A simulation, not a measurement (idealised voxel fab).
You're looking at the process module voxel transistor to metal.
Displayed cross-section: cut, width of 280 nm, square cells sized 5 nm.
Cross-section layout: square cells on a grid; listed as bands, top to bottom; a band spans one or more cell rows.
Within each band entry, the heights of the top and of the bottom of the band appear first, in that order and in nm; the materials of the band then follow from left to right, each with its corresponding width in nm. The designation "edge to edge" on a single material indicates that it fills the band from edge to edge; the designation "air" indicates empty space.
Zero point of the height axis is 0; under it, received wafer = one material. Lowest band: continues down indefinitely, "0 and below".
The notation "30->40" denotes a width that varies across the rows of cells in the band, beginning at the first number in the top row, finishing at the second number in the bottom row, and changing by an identical amount from each row to the next.
Basically "no modifications" means that step didn't change any cell in the cross-section.
In "Closed void roster" the enclosed voids are listed, meaning empty spaces of 8 cells or larger without any opening to the top. The form is width x height at distance, distance from the left edge, units nm.
Where a step's line continues beyond its settings, the continuation is a remark by the simulator itself on that step.
Regarding "overlay nm": on a step with a mask, it is the distance the mask lay to the right of its planned place; a negative value places it to the left.
Steps in the process plan:
1: RECEIVE [material Si]
2: OXIDIZE [depth nm 5]
3: CONFORMAL_DEP [material SiN] [thk nm 15]
4: MASKED_ETCH [tone cover] [mask id ACTIVE] [width nm 100] [pitch nm 130] [etch materials SiN] [depth nm 15] [overlay nm 0]
5: MASKED_ETCH [tone cover] [mask id ACTIVE] [width nm 100] [pitch nm 130] [etch materials SiO2] [depth nm 5] [overlay nm 0]
6: MASKED_ETCH [tone cover] [mask id ACTIVE] [width nm 100] [pitch nm 130] [etch materials Si] [depth nm 25] [overlay nm 0]
7: OXIDIZE [depth nm 5]
8: FILL_DEP [material SiO2] [thk nm 5]
9: CMP [height nm 15]
10: SELECTIVE_ETCH [etch materials SiO2] [depth nm 15]
11: STRIP [etch materials SiN]
12: SELECTIVE_ETCH [etch materials SiO2] [depth nm 5]
13: OXIDIZE [depth nm 5]
14: DIRECTIONAL_DEP [material polySi] [thk nm 20]
15: DIRECTIONAL_DEP [material SiCN] [thk nm 10]
16: MASKED_ETCH [tone cover] [mask id GATE] [width nm 20] [pitch nm 130] [etch materials SiCN] [depth nm 20] [overlay nm 0]
17: MASKED_ETCH [tone cover] [mask id GATE] [width nm 20] [pitch nm 130] [etch materials polySi] [depth nm 30] [overlay nm 0]
18: CONFORMAL_DEP [material SiN] [thk nm 5]
19: DIRECTIONAL_ETCH [etch materials SiN] [depth nm 5]
20: DIRECTIONAL_ETCH [etch materials SiO2] [depth nm 5]
21: EPI [material pSi] [thk nm 5]
22: FILL_DEP [material SiO2] [thk nm 10]
23: CMP [height nm 25]
24: DIRECTIONAL_DEP [material SiO2] [thk nm 10]
25: DIRECTIONAL_DEP [material aC] [thk nm 15]
26: PATTERN [tone open] [mask id CONTACT] [material resist] [width nm 30] [thk nm 30] [overlay nm 0]
27: DIRECTIONAL_ETCH [etch materials aC] [depth nm 15]
28: STRIP [etch materials resist]
29: DIRECTIONAL_ETCH [etch materials SiO2] [depth nm 40]
30: STRIP [etch materials aC]
31: CONFORMAL_DEP [material TiN] [thk nm 5]
32: FILL_DEP [material W] [thk nm 10]
33: CMP [height nm 35]
34: CONFORMAL_DEP [material SiN] [thk nm 5]
35: DIRECTIONAL_DEP [material SiO2] [thk nm 15]
36: DIRECTIONAL_DEP [material aC] [thk nm 10]
37: PATTERN [tone open] [mask id METAL_1] [material resist] [width nm 15] [thk nm 30] [overlay nm 0]
38: DIRECTIONAL_ETCH [etch materials aC] [depth nm 10]
39: STRIP [etch materials resist]
40: DIRECTIONAL_ETCH [etch materials SiO2] [depth nm 15]
41: DIRECTIONAL_ETCH [etch materials SiN] [depth nm 5]
42: STRIP [etch materials aC]
43: CONFORMAL_DEP [material TiN] [thk nm 5]
44: FILL_DEP [material Cu] [thk nm 10]
45: CMP [height nm 55]
46: CONFORMAL_DEP [material SiN] [thk nm 5]
First of two wafers, processed according to plan:
Cross-section: wafer on arrival = after step 1:
0 and below: Si edge to edge
Closed void roster: none
Cross-section through the wafer, step 2 finished:
0 down to -5: SiO2 edge to edge
Heights below -5 show no change.
Cross-section through the wafer, step 3 finished:
15 down to 0: SiN edge to edge
Heights below 0 show no change.
Cross-section through the wafer, step 4 finished:
15 down to 0: 25 nm air  100 nm SiN  30 nm air  100 nm SiN  25 nm air
Heights below 0 show no change.
Cross-section through the wafer, step 5 finished:
15 down to 0: 25 nm air  100 nm SiN  30 nm air  100 nm SiN  25 nm air
0 down to -5: 25 nm air  100 nm SiO2  30 nm air  100 nm SiO2  25 nm air
Heights below -5 show no change.
Cross-section through the wafer, step 6 finished:
15 down to 0: 25 nm air  100 nm SiN  30 nm air  100 nm SiN  25 nm air
0 down to -5: 25 nm air  100 nm SiO2  30 nm air  100 nm SiO2  25 nm air
-5 down to -30: 25 nm air  100 nm Si  30 nm air  100 nm Si  25 nm air
Heights below -30 show no change.
Cross-section through the wafer, step 7 finished:
15 down to 0: 25 nm air  100 nm SiN  30 nm air  100 nm SiN  25 nm air
0 down to -5: 25 nm air  100 nm SiO2  30 nm air  100 nm SiO2  25 nm air
-5 down to -30: 25 nm air  5 nm SiO2  90 nm Si  5 nm SiO2  30 nm air  5 nm SiO2  90 nm Si  5 nm SiO2  25 nm air
-30 down to -35: 30 nm SiO2  90 nm Si  40 nm SiO2  90 nm Si  30 nm SiO2
Heights below -35 show no change.
Cross-section through the wafer, step 8 finished:
20 down to 15: SiO2 edge to edge
15 down to 0: 25 nm SiO2  100 nm SiN  30 nm SiO2  100 nm SiN  25 nm SiO2
0 down to -5: SiO2 edge to edge
-5 down to -35: 30 nm SiO2  90 nm Si  40 nm SiO2  90 nm Si  30 nm SiO2
Heights below -35 show no change.
Cross-section through the wafer, step 9 finished:
15 down to 0: 25 nm SiO2  100 nm SiN  30 nm SiO2  100 nm SiN  25 nm SiO2
Heights below 0 show no change.
Cross-section through the wafer, step 10 finished:
15 down to 0: 25 nm air  100 nm SiN  30 nm air  100 nm SiN  25 nm air
Heights below 0 show no change.
Cross-section through the wafer, step 11 finished:
0 down to -5: SiO2 edge to edge
Heights below -5 show no change.
Cross-section through the wafer, step 12 finished:
-5 down to -35: 30 nm SiO2  90 nm Si  40 nm SiO2  90 nm Si  30 nm SiO2
Heights below -35 show no change.
Cross-section through the wafer, step 13 finished:
-5 down to -10: SiO2 edge to edge
Heights below -10 show no change.
Cross-section through the wafer, step 14 finished:
15 down to -5: polySi edge to edge
Heights below -5 show no change.
Cross-section through the wafer, step 15 finished:
25 down to 15: SiCN edge to edge
Heights below 15 show no change.
Cross-section through the wafer, step 16 finished:
25 down to 15: 65 nm air  20 nm SiCN  110 nm air  20 nm SiCN  65 nm air
Heights below 15 show no change.
Cross-section through the wafer, step 17 finished:
25 down to 15: 65 nm air  20 nm SiCN  110 nm air  20 nm SiCN  65 nm air
15 down to -5: 65 nm air  20 nm polySi  110 nm air  20 nm polySi  65 nm air
Heights below -5 show no change.
Cross-section through the wafer, step 18 finished:
30 down to 25: 60 nm air  30 nm SiN  100 nm air  30 nm SiN  60 nm air
25 down to 15: 60 nm air  5 nm SiN  20 nm SiCN  5 nm SiN  100 nm air  5 nm SiN  20 nm SiCN  5 nm SiN  60 nm air
15 down to 0: 60 nm air  5 nm SiN  20 nm polySi  5 nm SiN  100 nm air  5 nm SiN  20 nm polySi  5 nm SiN  60 nm air
0 down to -5: 65 nm SiN  20 nm polySi  110 nm SiN  20 nm polySi  65 nm SiN
Heights below -5 show no change.
Cross-section through the wafer, step 19 finished:
25 down to 15: 60 nm air  5 nm SiN  20 nm SiCN  5 nm SiN  100 nm air  5 nm SiN  20 nm SiCN  5 nm SiN  60 nm air
15 down to -5: 60 nm air  5 nm SiN  20 nm polySi  5 nm SiN  100 nm air  5 nm SiN  20 nm polySi  5 nm SiN  60 nm air
Heights below -5 show no change.
Cross-section through the wafer, step 20 finished:
25 down to 15: 60 nm air  5 nm SiN  20 nm SiCN  5 nm SiN  100 nm air  5 nm SiN  20 nm SiCN  5 nm SiN  60 nm air
15 down to -5: 60 nm air  5 nm SiN  20 nm polySi  5 nm SiN  100 nm air  5 nm SiN  20 nm polySi  5 nm SiN  60 nm air
-5 down to -10: 60 nm air  30 nm SiO2  100 nm air  30 nm SiO2  60 nm air
Heights below -10 show no change.
Cross-section through the wafer, step 21 finished:
25 down to 15: 60 nm air  5 nm SiN  20 nm SiCN  5 nm SiN  100 nm air  5 nm SiN  20 nm SiCN  5 nm SiN  60 nm air
15 down to -5: 60 nm air  5 nm SiN  20 nm polySi  5 nm SiN  100 nm air  5 nm SiN  20 nm polySi  5 nm SiN  60 nm air
-5 down to -10: 25 nm air  35 nm pSi  30 nm SiO2  35 nm pSi  30 nm air  35 nm pSi  30 nm SiO2  35 nm pSi  25 nm air
Heights below -10 show no change.
Cross-section through the wafer, step 22 finished:
35 down to 25: SiO2 edge to edge
25 down to 15: 60 nm SiO2  5 nm SiN  20 nm SiCN  5 nm SiN  100 nm SiO2  5 nm SiN  20 nm SiCN  5 nm SiN  60 nm SiO2
15 down to -5: 60 nm SiO2  5 nm SiN  20 nm polySi  5 nm SiN  100 nm SiO2  5 nm SiN  20 nm polySi  5 nm SiN  60 nm SiO2
-5 down to -10: 25 nm SiO2  35 nm pSi  30 nm SiO2  35 nm pSi  30 nm SiO2  35 nm pSi  30 nm SiO2  35 nm pSi  25 nm SiO2
Heights below -10 show no change.
Cross-section through the wafer, step 23 finished:
25 down to 15: 60 nm SiO2  5 nm SiN  20 nm SiCN  5 nm SiN  100 nm SiO2  5 nm SiN  20 nm SiCN  5 nm SiN  60 nm SiO2
Heights below 15 show no change.
Cross-section through the wafer, step 24 finished:
35 down to 25: SiO2 edge to edge
Heights below 25 show no change.
Cross-section through the wafer, step 25 finished:
50 down to 35: aC edge to edge
Heights below 35 show no change.
Cross-section through the wafer, step 26 finished:
80 down to 50: 30 nm resist  30 nm air  30 nm resist  30 nm air  40 nm resist  30 nm air  30 nm resist  30 nm air  30 nm resist
Heights below 50 show no change.
Cross-section through the wafer, step 27 finished:
65 down to 50: 30 nm resist  30 nm air  30 nm resist  30 nm air  40 nm resist  30 nm air  30 nm resist  30 nm air  30 nm resist
50 down to 35: 30 nm aC  30 nm air  30 nm aC  30 nm air  40 nm aC  30 nm air  30 nm aC  30 nm air  30 nm aC
Heights below 35 show no change.
Cross-section through the wafer, step 28 finished:
50 down to 35: 30 nm aC  30 nm air  30 nm aC  30 nm air  40 nm aC  30 nm air  30 nm aC  30 nm air  30 nm aC
Heights below 35 show no change.
Cross-section through the wafer, step 29 finished:
50 down to 35: 30 nm aC  30 nm air  30 nm aC  30 nm air  40 nm aC  30 nm air  30 nm aC  30 nm air  30 nm aC
35 down to 25: 30 nm SiO2  30 nm air  30 nm SiO2  30 nm air  40 nm SiO2  30 nm air  30 nm SiO2  30 nm air  30 nm SiO2
25 down to 15: 30 nm SiO2  30 nm air  5 nm SiN  20 nm SiCN  5 nm SiN  30 nm air  40 nm SiO2  30 nm air  5 nm SiN  20 nm SiCN  5 nm SiN  30 nm air  30 nm SiO2
15 down to -5: 30 nm SiO2  30 nm air  5 nm SiN  20 nm polySi  5 nm SiN  30 nm air  40 nm SiO2  30 nm air  5 nm SiN  20 nm polySi  5 nm SiN  30 nm air  30 nm SiO2
Heights below -5 show no change.
Cross-section through the wafer, step 30 finished:
35 down to 25: 30 nm SiO2  30 nm air  30 nm SiO2  30 nm air  40 nm SiO2  30 nm air  30 nm SiO2  30 nm air  30 nm SiO2
Heights below 25 show no change.
Cross-section through the wafer, step 31 finished:
40 down to 35: 35 nm TiN  20 nm air  40 nm TiN  20 nm air  50 nm TiN  20 nm air  40 nm TiN  20 nm air  35 nm TiN
35 down to 25: 30 nm SiO2  5 nm TiN  20 nm air  5 nm TiN  30 nm SiO2  5 nm TiN  20 nm air  5 nm TiN  40 nm SiO2  5 nm TiN  20 nm air  5 nm TiN  30 nm SiO2  5 nm TiN  20 nm air  5 nm TiN  30 nm SiO2
25 down to 15: 30 nm SiO2  5 nm TiN  20 nm air  5 nm TiN  5 nm SiN  20 nm SiCN  5 nm SiN  5 nm TiN  20 nm air  5 nm TiN  40 nm SiO2  5 nm TiN  20 nm air  5 nm TiN  5 nm SiN  20 nm SiCN  5 nm SiN  5 nm TiN  20 nm air  5 nm TiN  30 nm SiO2
15 down to 0: 30 nm SiO2  5 nm TiN  20 nm air  5 nm TiN  5 nm SiN  20 nm polySi  5 nm SiN  5 nm TiN  20 nm air  5 nm TiN  40 nm SiO2  5 nm TiN  20 nm air  5 nm TiN  5 nm SiN  20 nm polySi  5 nm SiN  5 nm TiN  20 nm air  5 nm TiN  30 nm SiO2
0 down to -5: 30 nm SiO2  30 nm TiN  5 nm SiN  20 nm polySi  5 nm SiN  30 nm TiN  40 nm SiO2  30 nm TiN  5 nm SiN  20 nm polySi  5 nm SiN  30 nm TiN  30 nm SiO2
Heights below -5 show no change.
Cross-section through the wafer, step 32 finished:
50 down to 40: W edge to edge
40 down to 35: 35 nm TiN  20 nm W  40 nm TiN  20 nm W  50 nm TiN  20 nm W  40 nm TiN  20 nm W  35 nm TiN
35 down to 25: 30 nm SiO2  5 nm TiN  20 nm W  5 nm TiN  30 nm SiO2  5 nm TiN  20 nm W  5 nm TiN  40 nm SiO2  5 nm TiN  20 nm W  5 nm TiN  30 nm SiO2  5 nm TiN  20 nm W  5 nm TiN  30 nm SiO2
25 down to 15: 30 nm SiO2  5 nm TiN  20 nm W  5 nm TiN  5 nm SiN  20 nm SiCN  5 nm SiN  5 nm TiN  20 nm W  5 nm TiN  40 nm SiO2  5 nm TiN  20 nm W  5 nm TiN  5 nm SiN  20 nm SiCN  5 nm SiN  5 nm TiN  20 nm W  5 nm TiN  30 nm SiO2
15 down to 0: 30 nm SiO2  5 nm TiN  20 nm W  5 nm TiN  5 nm SiN  20 nm polySi  5 nm SiN  5 nm TiN  20 nm W  5 nm TiN  40 nm SiO2  5 nm TiN  20 nm W  5 nm TiN  5 nm SiN  20 nm polySi  5 nm SiN  5 nm TiN  20 nm W  5 nm TiN  30 nm SiO2
Heights below 0 show no change.
Cross-section through the wafer, step 33 finished:
35 down to 25: 30 nm SiO2  5 nm TiN  20 nm W  5 nm TiN  30 nm SiO2  5 nm TiN  20 nm W  5 nm TiN  40 nm SiO2  5 nm TiN  20 nm W  5 nm TiN  30 nm SiO2  5 nm TiN  20 nm W  5 nm TiN  30 nm SiO2
Heights below 25 show no change.
Cross-section through the wafer, step 34 finished:
40 down to 35: SiN edge to edge
Heights below 35 show no change.
Cross-section through the wafer, step 35 finished:
55 down to 40: SiO2 edge to edge
Heights below 40 show no change.
Cross-section through the wafer, step 36 finished:
65 down to 55: aC edge to edge
Heights below 55 show no change.
Cross-section through the wafer, step 37 finished:
95 down to 65: 30 nm resist  15 nm air  60 nm resist  15 nm air  40 nm resist  15 nm air  60 nm resist  15 nm air  30 nm resist
Heights below 65 show no change.
Cross-section through the wafer, step 38 finished:
85 down to 65: 30 nm resist  15 nm air  60 nm resist  15 nm air  40 nm resist  15 nm air  60 nm resist  15 nm air  30 nm resist
65 down to 55: 30 nm aC  15 nm air  60 nm aC  15 nm air  40 nm aC  15 nm air  60 nm aC  15 nm air  30 nm aC
Heights below 55 show no change.
Cross-section through the wafer, step 39 finished:
65 down to 55: 30 nm aC  15 nm air  60 nm aC  15 nm air  40 nm aC  15 nm air  60 nm aC  15 nm air  30 nm aC
Heights below 55 show no change.
Cross-section through the wafer, step 40 finished:
65 down to 55: 30 nm aC  15 nm air  60 nm aC  15 nm air  40 nm aC  15 nm air  60 nm aC  15 nm air  30 nm aC
55 down to 40: 30 nm SiO2  15 nm air  60 nm SiO2  15 nm air  40 nm SiO2  15 nm air  60 nm SiO2  15 nm air  30 nm SiO2
Heights below 40 show no change.
Cross-section through the wafer, step 41 finished:
65 down to 55: 30 nm aC  15 nm air  60 nm aC  15 nm air  40 nm aC  15 nm air  60 nm aC  15 nm air  30 nm aC
55 down to 40: 30 nm SiO2  15 nm air  60 nm SiO2  15 nm air  40 nm SiO2  15 nm air  60 nm SiO2  15 nm air  30 nm SiO2
40 down to 35: 30 nm SiN  15 nm air  60 nm SiN  15 nm air  40 nm SiN  15 nm air  60 nm SiN  15 nm air  30 nm SiN
Heights below 35 show no change.
Cross-section through the wafer, step 42 finished:
55 down to 40: 30 nm SiO2  15 nm air  60 nm SiO2  15 nm air  40 nm SiO2  15 nm air  60 nm SiO2  15 nm air  30 nm SiO2
Heights below 40 show no change.
Cross-section through the wafer, step 43 finished:
60 down to 55: 35 nm TiN  5 nm air  70 nm TiN  5 nm air  50 nm TiN  5 nm air  70 nm TiN  5 nm air  35 nm TiN
55 down to 40: 30 nm SiO2  5 nm TiN  5 nm air  5 nm TiN  60 nm SiO2  5 nm TiN  5 nm air  5 nm TiN  40 nm SiO2  5 nm TiN  5 nm air  5 nm TiN  60 nm SiO2  5 nm TiN  5 nm air  5 nm TiN  30 nm SiO2
40 down to 35: 30 nm SiN  15 nm TiN  60 nm SiN  15 nm TiN  40 nm SiN  15 nm TiN  60 nm SiN  15 nm TiN  30 nm SiN
Heights below 35 show no change.
Cross-section through the wafer, step 44 finished:
70 down to 60: Cu edge to edge
60 down to 55: 35 nm TiN  5 nm Cu  70 nm TiN  5 nm Cu  50 nm TiN  5 nm Cu  70 nm TiN  5 nm Cu  35 nm TiN
55 down to 40: 30 nm SiO2  5 nm TiN  5 nm Cu  5 nm TiN  60 nm SiO2  5 nm TiN  5 nm Cu  5 nm TiN  40 nm SiO2  5 nm TiN  5 nm Cu  5 nm TiN  60 nm SiO2  5 nm TiN  5 nm Cu  5 nm TiN  30 nm SiO2
Heights below 40 show no change.
Cross-section through the wafer, step 45 finished:
55 down to 40: 30 nm SiO2  5 nm TiN  5 nm Cu  5 nm TiN  60 nm SiO2  5 nm TiN  5 nm Cu  5 nm TiN  40 nm SiO2  5 nm TiN  5 nm Cu  5 nm TiN  60 nm SiO2  5 nm TiN  5 nm Cu  5 nm TiN  30 nm SiO2
Heights below 40 show no change.
Cross-section through the wafer, step 46 finished:
60 down to 55: SiN edge to edge
Heights below 55 show no change.
Second wafer. Start and plan as for the first. One mistake made in running. Agrees with the first up to and including step 23:
when step 24 should have ended:
35 down to 25: Cu edge to edge
Heights below 25 show no change.
when step 25 should have ended:
50 down to 35: aC edge to edge
Heights below 35 show no change.
when step 26 should have ended:
80 down to 50: 30 nm resist  30 nm air  30 nm resist  30 nm air  40 nm resist  30 nm air  30 nm resist  30 nm air  30 nm resist
Heights below 50 show no change.
when step 27 should have ended:
65 down to 50: 30 nm resist  30 nm air  30 nm resist  30 nm air  40 nm resist  30 nm air  30 nm resist  30 nm air  30 nm resist
50 down to 35: 30 nm aC  30 nm air  30 nm aC  30 nm air  40 nm aC  30 nm air  30 nm aC  30 nm air  30 nm aC
Heights below 35 show no change.
when step 28 should have ended:
50 down to 35: 30 nm aC  30 nm air  30 nm aC  30 nm air  40 nm aC  30 nm air  30 nm aC  30 nm air  30 nm aC
Heights below 35 show no change.
when step 29 should have ended: no modifications
when step 30 should have ended:
35 down to 25: Cu edge to edge
Heights below 25 show no change.
when step 31 should have ended:
40 down to 35: TiN edge to edge
Heights below 35 show no change.
when step 32 should have ended:
50 down to 40: W edge to edge
Heights below 40 show no change.
when step 33 should have ended:
35 down to 25: Cu edge to edge
Heights below 25 show no change.
when step 34 should have ended:
40 down to 35: SiN edge to edge
Heights below 35 show no change.
when step 35 should have ended:
55 down to 40: SiO2 edge to edge
Heights below 40 show no change.
when step 36 should have ended:
65 down to 55: aC edge to edge
Heights below 55 show no change.
when step 37 should have ended:
95 down to 65: 30 nm resist  15 nm air  60 nm resist  15 nm air  40 nm resist  15 nm air  60 nm resist  15 nm air  30 nm resist
Heights below 65 show no change.
when step 38 should have ended:
85 down to 65: 30 nm resist  15 nm air  60 nm resist  15 nm air  40 nm resist  15 nm air  60 nm resist  15 nm air  30 nm resist
65 down to 55: 30 nm aC  15 nm air  60 nm aC  15 nm air  40 nm aC  15 nm air  60 nm aC  15 nm air  30 nm aC
Heights below 55 show no change.
when step 39 should have ended:
65 down to 55: 30 nm aC  15 nm air  60 nm aC  15 nm air  40 nm aC  15 nm air  60 nm aC  15 nm air  30 nm aC
Heights below 55 show no change.
when step 40 should have ended:
65 down to 55: 30 nm aC  15 nm air  60 nm aC  15 nm air  40 nm aC  15 nm air  60 nm aC  15 nm air  30 nm aC
55 down to 40: 30 nm SiO2  15 nm air  60 nm SiO2  15 nm air  40 nm SiO2  15 nm air  60 nm SiO2  15 nm air  30 nm SiO2
Heights below 40 show no change.
when step 41 should have ended:
65 down to 55: 30 nm aC  15 nm air  60 nm aC  15 nm air  40 nm aC  15 nm air  60 nm aC  15 nm air  30 nm aC
55 down to 40: 30 nm SiO2  15 nm air  60 nm SiO2  15 nm air  40 nm SiO2  15 nm air  60 nm SiO2  15 nm air  30 nm SiO2
40 down to 35: 30 nm SiN  15 nm air  60 nm SiN  15 nm air  40 nm SiN  15 nm air  60 nm SiN  15 nm air  30 nm SiN
Heights below 35 show no change.
when step 42 should have ended:
55 down to 40: 30 nm SiO2  15 nm air  60 nm SiO2  15 nm air  40 nm SiO2  15 nm air  60 nm SiO2  15 nm air  30 nm SiO2
Heights below 40 show no change.
when step 43 should have ended:
60 down to 55: 35 nm TiN  5 nm air  70 nm TiN  5 nm air  50 nm TiN  5 nm air  70 nm TiN  5 nm air  35 nm TiN
55 down to 40: 30 nm SiO2  5 nm TiN  5 nm air  5 nm TiN  60 nm SiO2  5 nm TiN  5 nm air  5 nm TiN  40 nm SiO2  5 nm TiN  5 nm air  5 nm TiN  60 nm SiO2  5 nm TiN  5 nm air  5 nm TiN  30 nm SiO2
40 down to 35: 30 nm SiN  15 nm TiN  60 nm SiN  15 nm TiN  40 nm SiN  15 nm TiN  60 nm SiN  15 nm TiN  30 nm SiN
Heights below 35 show no change.
when step 44 should have ended:
70 down to 60: Cu edge to edge
60 down to 55: 35 nm TiN  5 nm Cu  70 nm TiN  5 nm Cu  50 nm TiN  5 nm Cu  70 nm TiN  5 nm Cu  35 nm TiN
55 down to 40: 30 nm SiO2  5 nm TiN  5 nm Cu  5 nm TiN  60 nm SiO2  5 nm TiN  5 nm Cu  5 nm TiN  40 nm SiO2  5 nm TiN  5 nm Cu  5 nm TiN  60 nm SiO2  5 nm TiN  5 nm Cu  5 nm TiN  30 nm SiO2
Heights below 40 show no change.
when step 45 should have ended:
55 down to 40: 30 nm SiO2  5 nm TiN  5 nm Cu  5 nm TiN  60 nm SiO2  5 nm TiN  5 nm Cu  5 nm TiN  40 nm SiO2  5 nm TiN  5 nm Cu  5 nm TiN  60 nm SiO2  5 nm TiN  5 nm Cu  5 nm TiN  30 nm SiO2
Heights below 40 show no change.
when step 46 should have ended:
60 down to 55: SiN edge to edge
Heights below 55 show no change.
What went wrong in running the wafer? rather than as planned, step 24 actually ran as DIRECTIONAL_DEP [material Cu] [thk nm 10]
It is noted that, at the conclusion of processing, the second wafer exhibits a higher or lower cell count for certain materials relative to the first: 112 more of Cu | 80 more of SiO2 | 80 fewer of TiN | 112 fewer of W
